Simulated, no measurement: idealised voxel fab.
Name of the process module below: voxel air gaps
Square cell edge 5 nm, section width 185 nm, ID cut.
Throughout this document, each cross-section is represented as a grid of square cells and is presented as a sequence of bands enumerated from the top downward, where a band comprises one or more rows of cells. For a band, the entry starts with two heights in nm, that of the top and then that of the bottom, and carries on with the band's materials in order from left to right, each alongside its width in nm; the word "everywhere" beside a single material means it fills the band edge to edge, and "air" means empty space. Where do heights start? At 0: under that level the wafer as delivered is made of one material only. And the lowest band has no floor; it just carries on downward, as in "0 and below". Top row gets the first number, bottom row gets the second, and each row in between changes by the same step: that is how a band width like "30..40" works. What does "all unchanged" mean for a step? It means no cell of the cross-section changed in that step. Empty spaces without an open route to the top, at least 8 cells in extent, make up the entry "Trapped void list"; each is given as width x height at distance, where the distance is measured from the left edge, and all are in nm. Post-settings text on a step line: simulator's own remark regarding the step. A step line may carry the setting "overlay nm", which, for steps involving a mask, states the distance by which the mask lay to the right of its intended position; negative values denote displacement to the left.

Planned step list for the process:
1,RECEIVE | material Si
2,CONFORMAL_DEP | material SiO2 | thk nm 15
3,CONFORMAL_DEP | material SiCN | thk nm 5
4,DIRECTIONAL_DEP | material lowk | thk nm 40
5,DIRECTIONAL_DEP | material aC | thk nm 10
6,PATTERN | tone open | mask id LINES | material resist | width nm 20 | pitch nm 45 | thk nm 30 | overlay nm 0
7,DIRECTIONAL_ETCH | etch materials aC | depth nm 10
8,STRIP | etch materials resist
9,DIRECTIONAL_ETCH | etch materials lowk | depth nm 40
10,STRIP | etch materials aC
11,CONFORMAL_DEP | material TiN | thk nm 5
12,FILL_DEP | material Cu | thk nm 10
13,CMP | height nm 60
14,EPI | material Ru | thk nm 10
15,SELECTIVE_ETCH | etch materials lowk | depth nm 50
16,CONFORMAL_DEP | material SiCN | thk nm 5

On the first of the two wafers: run conducted according to plan:

Wafer at receipt (post step 1), cross-section:
> 0 and below = Si everywhere
> Trapped void list: none

State of the wafer after step 2, shown in cross-section:
> 15 down to 0 = SiO2 everywhere
> At heights below 0, the structure remains unaltered.

State of the wafer after step 3, shown in cross-section:
> 20 down to 15 = SiCN everywhere
> At heights below 15, the structure remains unaltered.

State of the wafer after step 4, shown in cross-section:
> 60 down to 20 = lowk everywhere
> At heights below 20, the structure remains unaltered.

State of the wafer after step 5, shown in cross-section:
> 70 down to 60 = aC everywhere
> At heights below 60, the structure remains unaltered.

State of the wafer after step 6, shown in cross-section:
> 100 down to 70 = 35 resist, then 20 air, then 25 resist, then 20 air, then 25 resist, then 20 air, then 40 resist
> At heights below 70, the structure remains unaltered.

State of the wafer after step 7, shown in cross-section:
> 90 down to 70 = 35 resist, then 20 air, then 25 resist, then 20 air, then 25 resist, then 20 air, then 40 resist
> 70 down to 60 = 35 aC, then 20 air, then 25 aC, then 20 air, then 25 aC, then 20 air, then 40 aC
> At heights below 60, the structure remains unaltered.

State of the wafer after step 8, shown in cross-section:
> 70 down to 60 = 35 aC, then 20 air, then 25 aC, then 20 air, then 25 aC, then 20 air, then 40 aC
> At heights below 60, the structure remains unaltered.

State of the wafer after step 9, shown in cross-section:
> 70 down to 60 = 35 aC, then 20 air, then 25 aC, then 20 air, then 25 aC, then 20 air, then 40 aC
> 60 down to 20 = 35 lowk, then 20 air, then 25 lowk, then 20 air, then 25 lowk, then 20 air, then 40 lowk
> At heights below 20, the structure remains unaltered.

State of the wafer after step 10, shown in cross-section:
> 60 down to 20 = 35 lowk, then 20 air, then 25 lowk, then 20 air, then 25 lowk, then 20 air, then 40 lowk
> At heights below 20, the structure remains unaltered.

State of the wafer after step 11, shown in cross-section:
> 65 down to 60 = 40 TiN, then 10 air, then 35 TiN, then 10 air, then 35 TiN, then 10 air, then 45 TiN
> 60 down to 25 = 35 lowk, then 5 TiN, then 10 air, then 5 TiN, then 25 lowk, then 5 TiN, then 10 air, then 5 TiN, then 25 lowk, then 5 TiN, then 10 air, then 5 TiN, then 40 lowk
> 25 down to 20 = 35 lowk, then 20 TiN, then 25 lowk, then 20 TiN, then 25 lowk, then 20 TiN, then 40 lowk
> At heights below 20, the structure remains unaltered.

State of the wafer after step 12, shown in cross-section:
> 75 down to 65 = Cu everywhere
> 65 down to 60 = 40 TiN, then 10 Cu, then 35 TiN, then 10 Cu, then 35 TiN, then 10 Cu, then 45 TiN
> 60 down to 25 = 35 lowk, then 5 TiN, then 10 Cu, then 5 TiN, then 25 lowk, then 5 TiN, then 10 Cu, then 5 TiN, then 25 lowk, then 5 TiN, then 10 Cu, then 5 TiN, then 40 lowk
> At heights below 25, the structure remains unaltered.

State of the wafer after step 13, shown in cross-section:
> 60 down to 25 = 35 lowk, then 5 TiN, then 10 Cu, then 5 TiN, then 25 lowk, then 5 TiN, then 10 Cu, then 5 TiN, then 25 lowk, then 5 TiN, then 10 Cu, then 5 TiN, then 40 lowk
> At heights below 25, the structure remains unaltered.

State of the wafer after step 14, shown in cross-section:
> 70 down to 60 = 25 air, then 40 Ru, then 5 air, then 40 Ru, then 5 air, then 40 Ru, then 30 air
> At heights below 60, the structure remains unaltered.

State of the wafer after step 15, shown in cross-section:
> 70 down to 60 = 25 air, then 40 Ru, then 5 air, then 40 Ru, then 5 air, then 40 Ru, then 30 air
> 60 down to 25 = 35 air, then 5 TiN, then 10 Cu, then 5 TiN, then 25 air, then 5 TiN, then 10 Cu, then 5 TiN, then 25 air, then 5 TiN, then 10 Cu, then 5 TiN, then 40 air
> 25 down to 20 = 35 air, then 20 TiN, then 25 air, then 20 TiN, then 25 air, then 20 TiN, then 40 air
> At heights below 20, the structure remains unaltered.

State of the wafer after step 16, shown in cross-section:
> 75 down to 70 = 20 air, then 140 SiCN, then 25 air
> 70 down to 60 = 20 air, then 5 SiCN, then 40 Ru, then 5 SiCN, then 40 Ru, then 5 SiCN, then 40 Ru, then 5 SiCN, then 25 air
> 60 down to 55 = 20 air, then 15 SiCN, then 5 TiN, then 10 Cu, then 5 TiN, then 25 SiCN, then 5 TiN, then 10 Cu, then 5 TiN, then 25 SiCN, then 5 TiN, then 10 Cu, then 5 TiN, then 15 SiCN, then 25 air
> 55 down to 25 = 30 air, then 5 SiCN, then 5 TiN, then 10 Cu, then 5 TiN, then 5 SiCN, then 15 air, then 5 SiCN, then 5 TiN, then 10 Cu, then 5 TiN, then 5 SiCN, then 15 air, then 5 SiCN, then 5 TiN, then 10 Cu, then 5 TiN, then 5 SiCN, then 35 air
> 25 down to 20 = 35 SiCN, then 20 TiN, then 25 SiCN, then 20 TiN, then 25 SiCN, then 20 TiN, then 40 SiCN
> At heights below 20, the structure remains unaltered.
> Trapped void list: 15 x 30 at 60; 15 x 30 at 105

Second wafer, same starting conditions and recipe as the first, one mistake in executing it, nothing differs from the first up to and including step 1:

Second wafer shown in cross-section at the time step 2 was slated to end:
> 20 down to 0 = SiO2 everywhere
> At heights below 0, the structure remains unaltered.

Second wafer shown in cross-section at the time step 3 was slated to end:
> 25 down to 20 = SiCN everywhere
> At heights below 20, the structure remains unaltered.

Second wafer shown in cross-section at the time step 4 was slated to end:
> 65 down to 25 = lowk everywhere
> At heights below 25, the structure remains unaltered.

Second wafer shown in cross-section at the time step 5 was slated to end:
> 75 down to 65 = aC everywhere
> At heights below 65, the structure remains unaltered.

Second wafer shown in cross-section at the time step 6 was slated to end:
> 105 down to 75 = 35 resist, then 20 air, then 25 resist, then 20 air, then 25 resist, then 20 air, then 40 resist
> At heights below 75, the structure remains unaltered.

Second wafer shown in cross-section at the time step 7 was slated to end:
> 95 down to 75 = 35 resist, then 20 air, then 25 resist, then 20 air, then 25 resist, then 20 air, then 40 resist
> 75 down to 65 = 35 aC, then 20 air, then 25 aC, then 20 air, then 25 aC, then 20 air, then 40 aC
> At heights below 65, the structure remains unaltered.

Second wafer shown in cross-section at the time step 8 was slated to end:
> 75 down to 65 = 35 aC, then 20 air, then 25 aC, then 20 air, then 25 aC, then 20 air, then 40 aC
> At heights below 65, the structure remains unaltered.

Second wafer shown in cross-section at the time step 9 was slated to end:
> 75 down to 65 = 35 aC, then 20 air, then 25 aC, then 20 air, then 25 aC, then 20 air, then 40 aC
> 65 down to 25 = 35 lowk, then 20 air, then 25 lowk, then 20 air, then 25 lowk, then 20 air, then 40 lowk
> At heights below 25, the structure remains unaltered.

Second wafer shown in cross-section at the time step 10 was slated to end:
> 65 down to 25 = 35 lowk, then 20 air, then 25 lowk, then 20 air, then 25 lowk, then 20 air, then 40 lowk
> At heights below 25, the structure remains unaltered.

Second wafer shown in cross-section at the time step 11 was slated to end:
> 70 down to 65 = 40 TiN, then 10 air, then 35 TiN, then 10 air, then 35 TiN, then 10 air, then 45 TiN
> 65 down to 30 = 35 lowk, then 5 TiN, then 10 air, then 5 TiN, then 25 lowk, then 5 TiN, then 10 air, then 5 TiN, then 25 lowk, then 5 TiN, then 10 air, then 5 TiN, then 40 lowk
> 30 down to 25 = 35 lowk, then 20 TiN, then 25 lowk, then 20 TiN, then 25 lowk, then 20 TiN, then 40 lowk
> At heights below 25, the structure remains unaltered.

Second wafer shown in cross-section at the time step 12 was slated to end:
> 80 down to 70 = Cu everywhere
> 70 down to 65 = 40 TiN, then 10 Cu, then 35 TiN, then 10 Cu, then 35 TiN, then 10 Cu, then 45 TiN
> 65 down to 30 = 35 lowk, then 5 TiN, then 10 Cu, then 5 TiN, then 25 lowk, then 5 TiN, then 10 Cu, then 5 TiN, then 25 lowk, then 5 TiN, then 10 Cu, then 5 TiN, then 40 lowk
> At heights below 30, the structure remains unaltered.

Second wafer shown in cross-section at the time step 13 was slated to end:
> 60 down to 30 = 35 lowk, then 5 TiN, then 10 Cu, then 5 TiN, then 25 lowk, then 5 TiN, then 10 Cu, then 5 TiN, then 25 lowk, then 5 TiN, then 10 Cu, then 5 TiN, then 40 lowk
> At heights below 30, the structure remains unaltered.

Second wafer shown in cross-section at the time step 14 was slated to end:
> 70 down to 60 = 25 air, then 40 Ru, then 5 air, then 40 Ru, then 5 air, then 40 Ru, then 30 air
> At heights below 60, the structure remains unaltered.

Second wafer shown in cross-section at the time step 15 was slated to end:
> 70 down to 60 = 25 air, then 40 Ru, then 5 air, then 40 Ru, then 5 air, then 40 Ru, then 30 air
> 60 down to 30 = 35 air, then 5 TiN, then 10 Cu, then 5 TiN, then 25 air, then 5 TiN, then 10 Cu, then 5 TiN, then 25 air, then 5 TiN, then 10 Cu, then 5 TiN, then 40 air
> 30 down to 25 = 35 air, then 20 TiN, then 25 air, then 20 TiN, then 25 air, then 20 TiN, then 40 air
> At heights below 25, the structure remains unaltered.

Second wafer shown in cross-section at the time step 16 was slated to end:
> 75 down to 70 = 20 air, then 140 SiCN, then 25 air
> 70 down to 60 = 20 air, then 5 SiCN, then 40 Ru, then 5 SiCN, then 40 Ru, then 5 SiCN, then 40 Ru, then 5 SiCN, then 25 air
> 60 down to 55 = 20 air, then 15 SiCN, then 5 TiN, then 10 Cu, then 5 TiN, then 25 SiCN, then 5 TiN, then 10 Cu, then 5 TiN, then 25 SiCN, then 5 TiN, then 10 Cu, then 5 TiN, then 15 SiCN, then 25 air
> 55 down to 30 = 30 air, then 5 SiCN, then 5 TiN, then 10 Cu, then 5 TiN, then 5 SiCN, then 15 air, then 5 SiCN, then 5 TiN, then 10 Cu, then 5 TiN, then 5 SiCN, then 15 air, then 5 SiCN, then 5 TiN, then 10 Cu, then 5 TiN, then 5 SiCN, then 35 air
> 30 down to 25 = 35 SiCN, then 20 TiN, then 25 SiCN, then 20 TiN, then 25 SiCN, then 20 TiN, then 40 SiCN
> At heights below 25, the structure remains unaltered.
> Trapped void list: 15 x 25 at 60; 15 x 25 at 105
Deviation from plan: contrary to plan, step 2 was performed as CONFORMAL_DEP | material SiO2 | thk nm 20
Final wafer comparison in cells, second versus first, more or fewer per material: Cu: 6 fewer; SiCN: 6 fewer; SiO2: 37 more; TiN: 6 fewer
